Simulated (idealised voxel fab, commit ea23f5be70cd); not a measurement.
Name of the process module below: voxel wiring stack
Pictured: cross-section cut, 235 nm wide, on a grid of 5 nm square cells.
For the purposes of this document, a cross-section shall be understood as a grid of square cells, specified as bands listed in top-to-bottom order, each band consisting of one or more rows of cells. Read a band's entry like this: the first values are the height of its top and the height of its bottom in nm, and what follows is the sequence of materials from left to right, each with its width in nm. Note that "empty" is empty space, and that a single material marked "edge to edge" reaches across the band from edge to edge. A quick word on heights: they are counted from 0, and under that level the wafer as it came to us is one material throughout. The lowest band is different from the rest in having no bottom; it simply continues downward, written as in "0 -> down". Top row gets the first number, bottom row gets the second, and each row in between changes by the same step: that is how a band width like "30..40" works. Where the words "no modifications" appear for a step, the cross-section shows no cell changed by that step; every cell remained as before. The entry "Voids lacking openings" lists the empty spaces that cover at least 8 cells and have no open path to the top. Each is written as width x height at distance, where the distance is measured from the left edge and all three values are in nm. Heads up: the bit after the settings on a step's line is the simulator's remark on that step. Among the settings permitted on a step's line is "overlay nm"; applied to a step with a mask, it specifies the extent to which the mask lay to the right of its planned position, whereas a negative figure signifies a position to the left.
Listed below are the process steps as planned:
1. RECEIVE,material Si
2. CONFORMAL_DEP,material SiO2,thk nm 10
3. CONFORMAL_DEP,material SiCN,thk nm 5
4. DIRECTIONAL_DEP,material lowk,thk nm 20
5. DIRECTIONAL_DEP,material aC,thk nm 10
6. PATTERN,tone open,mask id METAL_1,material resist,width nm 20,pitch nm 40,thk nm 30,overlay nm 0
7. DIRECTIONAL_ETCH,etch materials aC,depth nm 10
8. STRIP,etch materials resist
9. DIRECTIONAL_ETCH,etch materials lowk,depth nm 20
10. DIRECTIONAL_ETCH,etch materials SiCN,depth nm 5
11. STRIP,etch materials aC
12. CONFORMAL_DEP,material TiN,thk nm 5
13. FILL_DEP,material Cu,thk nm 5
14. CMP,height nm 35
15. CONFORMAL_DEP,material SiCN,thk nm 5
16. DIRECTIONAL_DEP,material lowk,thk nm 30
17. MASKED_ETCH,tone open,mask id METAL_2_HOLES,width nm 15,pitch nm 40,etch materials lowk,depth nm 30,overlay nm 0
18. MASKED_ETCH,tone open,mask id METAL_2,width nm 20,pitch nm 40,etch materials lowk,depth nm 20,overlay nm 0
19. MASKED_ETCH,tone open,mask id METAL_2,width nm 20,pitch nm 40,etch materials SiCN,depth nm 5,overlay nm 0
20. CONFORMAL_DEP,material TiN,thk nm 5
21. FILL_DEP,material Ru,thk nm 10
22. CMP,height nm 70
23. CONFORMAL_DEP,material SiCN,thk nm 5
First wafer, two in total, run as planned:
Delivered wafer in cross-section: state after step 1:
> 0 -> down  Si edge to edge
> Voids lacking openings: none
Wafer xsec, post step 2:
> 10 -> 0  SiO2 edge to edge
> Anything lower than 0 is untouched.
Wafer xsec, post step 3:
> 15 -> 10  SiCN edge to edge
> Anything lower than 10 is untouched.
Wafer xsec, post step 4:
> 35 -> 15  lowk edge to edge
> Anything lower than 15 is untouched.
Wafer xsec, post step 5:
> 45 -> 35  aC edge to edge
> Anything lower than 35 is untouched.
Wafer xsec, post step 6:
> 75 -> 45  resist: 85; empty: 20; resist: 20; empty: 20; resist: 90
> Anything lower than 45 is untouched.
Wafer xsec, post step 7:
> 65 -> 45  resist: 85; empty: 20; resist: 20; empty: 20; resist: 90
> 45 -> 35  aC: 85; empty: 20; aC: 20; empty: 20; aC: 90
> Anything lower than 35 is untouched.
Wafer xsec, post step 8:
> 45 -> 35  aC: 85; empty: 20; aC: 20; empty: 20; aC: 90
> Anything lower than 35 is untouched.
Wafer xsec, post step 9:
> 45 -> 35  aC: 85; empty: 20; aC: 20; empty: 20; aC: 90
> 35 -> 15  lowk: 85; empty: 20; lowk: 20; empty: 20; lowk: 90
> Anything lower than 15 is untouched.
Wafer xsec, post step 10:
> 45 -> 35  aC: 85; empty: 20; aC: 20; empty: 20; aC: 90
> 35 -> 15  lowk: 85; empty: 20; lowk: 20; empty: 20; lowk: 90
> 15 -> 10  SiCN: 85; empty: 20; SiCN: 20; empty: 20; SiCN: 90
> Anything lower than 10 is untouched.
Wafer xsec, post step 11:
> 35 -> 15  lowk: 85; empty: 20; lowk: 20; empty: 20; lowk: 90
> Anything lower than 15 is untouched.
Wafer xsec, post step 12:
> 40 -> 35  TiN: 90; empty: 10; TiN: 30; empty: 10; TiN: 95
> 35 -> 15  lowk: 85; TiN: 5; empty: 10; TiN: 5; lowk: 20; TiN: 5; empty: 10; TiN: 5; lowk: 90
> 15 -> 10  SiCN: 85; TiN: 20; SiCN: 20; TiN: 20; SiCN: 90
> Anything lower than 10 is untouched.
Wafer xsec, post step 13:
> 45 -> 40  Cu edge to edge
> 40 -> 35  TiN: 90; Cu: 10; TiN: 30; Cu: 10; TiN: 95
> 35 -> 15  lowk: 85; TiN: 5; Cu: 10; TiN: 5; lowk: 20; TiN: 5; Cu: 10; TiN: 5; lowk: 90
> Anything lower than 15 is untouched.
Wafer xsec, post step 14:
> 35 -> 15  lowk: 85; TiN: 5; Cu: 10; TiN: 5; lowk: 20; TiN: 5; Cu: 10; TiN: 5; lowk: 90
> Anything lower than 15 is untouched.
Wafer xsec, post step 15:
> 40 -> 35  SiCN edge to edge
> Anything lower than 35 is untouched.
Wafer xsec, post step 16:
> 70 -> 40  lowk edge to edge
> Anything lower than 40 is untouched.
Wafer xsec, post step 17:
> 70 -> 40  lowk: 85; empty: 15; lowk: 25; empty: 15; lowk: 95
> Anything lower than 40 is untouched.
Wafer xsec, post step 18:
> 70 -> 50  lowk: 85; empty: 20; lowk: 20; empty: 20; lowk: 90
> Anything lower than 50 is untouched.
Wafer xsec, post step 19:
> 70 -> 50  lowk: 85; empty: 20; lowk: 20; empty: 20; lowk: 90
> 50 -> 40  lowk: 85; empty: 15; lowk: 25; empty: 15; lowk: 95
> 40 -> 35  SiCN: 85; empty: 15; SiCN: 25; empty: 15; SiCN: 95
> Anything lower than 35 is untouched.
Wafer xsec, post step 20:
> 75 -> 70  TiN: 90; empty: 10; TiN: 30; empty: 10; TiN: 95
> 70 -> 55  lowk: 85; TiN: 5; empty: 10; TiN: 5; lowk: 20; TiN: 5; empty: 10; TiN: 5; lowk: 90
> 55 -> 50  lowk: 85; TiN: 5; empty: 5; TiN: 10; lowk: 20; TiN: 5; empty: 5; TiN: 10; lowk: 90
> 50 -> 40  lowk: 85; TiN: 5; empty: 5; TiN: 5; lowk: 25; TiN: 5; empty: 5; TiN: 5; lowk: 95
> 40 -> 35  SiCN: 85; TiN: 15; SiCN: 25; TiN: 15; SiCN: 95
> Anything lower than 35 is untouched.
Wafer xsec, post step 21:
> 85 -> 75  Ru edge to edge
> 75 -> 70  TiN: 90; Ru: 10; TiN: 30; Ru: 10; TiN: 95
> 70 -> 55  lowk: 85; TiN: 5; Ru: 10; TiN: 5; lowk: 20; TiN: 5; Ru: 10; TiN: 5; lowk: 90
> 55 -> 50  lowk: 85; TiN: 5; Ru: 5; TiN: 10; lowk: 20; TiN: 5; Ru: 5; TiN: 10; lowk: 90
> 50 -> 40  lowk: 85; TiN: 5; Ru: 5; TiN: 5; lowk: 25; TiN: 5; Ru: 5; TiN: 5; lowk: 95
> Anything lower than 40 is untouched.
Wafer xsec, post step 22:
> 70 -> 55  lowk: 85; TiN: 5; Ru: 10; TiN: 5; lowk: 20; TiN: 5; Ru: 10; TiN: 5; lowk: 90
> Anything lower than 55 is untouched.
Wafer xsec, post step 23:
> 75 -> 70  SiCN edge to edge
> Anything lower than 70 is untouched.
For the second wafer, take the first wafer's start and plan, then add one mistake made in running it; everything through step 15, that step included, is shared with the first:
Here is the second wafer in cross-section at the point where step 16 of the plan should have been done:
> 100 -> 40  lowk edge to edge
> Anything lower than 40 is untouched.
Here is the second wafer in cross-section at the point where step 17 of the plan should have been done:
> 100 -> 70  lowk: 85; empty: 15; lowk: 25; empty: 15; lowk: 95
> Anything lower than 70 is untouched.
Here is the second wafer in cross-section at the point where step 18 of the plan should have been done:
> 100 -> 80  lowk: 85; empty: 20; lowk: 20; empty: 20; lowk: 90
> 80 -> 50  lowk: 85; empty: 15; lowk: 25; empty: 15; lowk: 95
> Anything lower than 50 is untouched.
Here is the second wafer in cross-section at the point where step 19 of the plan should have been done: no modifications
Here is the second wafer in cross-section at the point where step 20 of the plan should have been done:
> 105 -> 100  TiN: 90; empty: 10; TiN: 30; empty: 10; TiN: 95
> 100 -> 85  lowk: 85; TiN: 5; empty: 10; TiN: 5; lowk: 20; TiN: 5; empty: 10; TiN: 5; lowk: 90
> 85 -> 80  lowk: 85; TiN: 5; empty: 5; TiN: 10; lowk: 20; TiN: 5; empty: 5; TiN: 10; lowk: 90
> 80 -> 55  lowk: 85; TiN: 5; empty: 5; TiN: 5; lowk: 25; TiN: 5; empty: 5; TiN: 5; lowk: 95
> 55 -> 50  lowk: 85; TiN: 15; lowk: 25; TiN: 15; lowk: 95
> Anything lower than 50 is untouched.
Here is the second wafer in cross-section at the point where step 21 of the plan should have been done:
> 115 -> 105  Ru edge to edge
> 105 -> 100  TiN: 90; Ru: 10; TiN: 30; Ru: 10; TiN: 95
> 100 -> 85  lowk: 85; TiN: 5; Ru: 10; TiN: 5; lowk: 20; TiN: 5; Ru: 10; TiN: 5; lowk: 90
> 85 -> 80  lowk: 85; TiN: 5; Ru: 5; TiN: 10; lowk: 20; TiN: 5; Ru: 5; TiN: 10; lowk: 90
> 80 -> 55  lowk: 85; TiN: 5; Ru: 5; TiN: 5; lowk: 25; TiN: 5; Ru: 5; TiN: 5; lowk: 95
> Anything lower than 55 is untouched.
Here is the second wafer in cross-section at the point where step 22 of the plan should have been done:
> 70 -> 55  lowk: 85; TiN: 5; Ru: 5; TiN: 5; lowk: 25; TiN: 5; Ru: 5; TiN: 5; lowk: 95
> Anything lower than 55 is untouched.
Here is the second wafer in cross-section at the point where step 23 of the plan should have been done:
> 75 -> 70  SiCN edge to edge
> Anything lower than 70 is untouched.
Want to know what went wrong? twice, step 16 of the plan was run
Looking at both finished wafers in cells, the second ends up ahead of or behind the first on some materials: 12 fewer of Ru, 6 more of SiCN, 14 fewer of TiN, 20 more of lowk
